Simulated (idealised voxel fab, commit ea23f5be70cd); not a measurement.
Herein follows the process module entitled voxel ribs on slabs.
It is cross-section cut that appears here, measuring 150 nm in width, its square cells being 5 nm in size.
Cross-sections here: square-cell grids, written as top-down lists of bands, a band being one or more rows of cells.
This entry defines a band. It first specifies the height of the band's top and the height of its bottom in nm, and then specifies the band's materials from left to right, stating each material with its width in nm. The word "full width" identifies a single material that fills the band from edge to edge, while the word "empty" identifies empty space.
All heights in this document are referenced to 0, defined as the level beneath which the wafer, as received, consists entirely of one material. The lowest band is not bounded below; it extends indefinitely downward and is written in the form "0 and below".
Note: "30 to 40" means the width goes from the first number (top row of the band) to the second number (bottom row) in equal steps per row of cells.
For the purposes of this document, the phrase "remains unaltered" attached to a step denotes that no cell within the cross-section was modified by that step.
Empty spaces counting at least 8 cells and having no open way to the top are listed in "Closed empty spaces". The notation width x height at distance is used for each, the distance being from the left edge and all three values in nm.
Step line, after settings: the simulator's comment on this step.
overlay nm: right-of-plan distance of the mask on a masked step; negative values mean left-of-plan.
[plan]
1 RECEIVE with material Si
2 DIRECTIONAL_DEP with material SiO2, thk nm 25
3 DIRECTIONAL_DEP with material SiN, thk nm 10
4 PATTERN with tone cover, mask id RIB, material resist, width nm 15, thk nm 15, overlay nm 0
5 DIRECTIONAL_ETCH with etch materials SiN, depth nm 10
6 STRIP with etch materials resist
7 MASKED_ETCH with tone cover, mask id SLAB, width nm 55, etch materials SiN, depth nm 5, overlay nm 0
8 FILL_DEP with material SiO2, thk nm 15
9 CMP with height nm 50
10 DIRECTIONAL_DEP with material TiN, thk nm 5
11 PATTERN with tone cover, mask id HEATER, material resist, width nm 25, thk nm 20, overlay nm 0
12 DIRECTIONAL_ETCH with etch materials TiN, depth nm 5
13 STRIP with etch materials resist
14 CONFORMAL_DEP with material SiN, thk nm 5
For this document, wafers share an identical start and vary in the step 3 thk nm; the plan quotes the first wafer's value.
[The first of several wafers as received, shown in cross-section; this is its state after step 1]
> 0 and below = Si full width
> Closed empty spaces: none
[first wafer at the end, after step 14]
> 60 down to 55 = 55 empty  35 SiN  60 empty
> 55 down to 50 = 60 SiN  25 TiN  65 SiN
> 50 down to 35 = SiO2 full width
> 35 down to 25 = 65 SiO2  15 SiN  70 SiO2
> 25 down to 0 = SiO2 full width
> 0 and below = Si full width
> Closed empty spaces: none
[End of module, last wafer sectioned]
> 60 down to 55 = 55 empty  35 SiN  60 empty
> 55 down to 50 = 60 SiN  25 TiN  65 SiN
> 50 down to 40 = 65 to 45 SiO2  15 to 55 SiN  70 to 50 SiO2
> 40 down to 25 = SiN full width
> 25 down to 0 = SiO2 full width
> 0 and below = Si full width
> Closed empty spaces: none
[What follows is a table in which each wafer occupies a row; for the wafer as it stands at the close of the module, the row states, material by material, how many cells have been gained (+) or lost (-) since receipt, and then gives its closed voids]
thk nm 10; +38 SiN; +294 SiO2; +5 TiN; Closed empty spaces: none
thk nm 15; +49 SiN; +283 SiO2; +5 TiN; Closed empty spaces: none
thk nm 20; +79 SiN; +253 SiO2; +5 TiN; Closed empty spaces: none
thk nm 25; +109 SiN; +223 SiO2; +5 TiN; Closed empty spaces: none
thk nm 30; +136 SiN; +196 SiO2; +5 TiN; Closed empty spaces: none
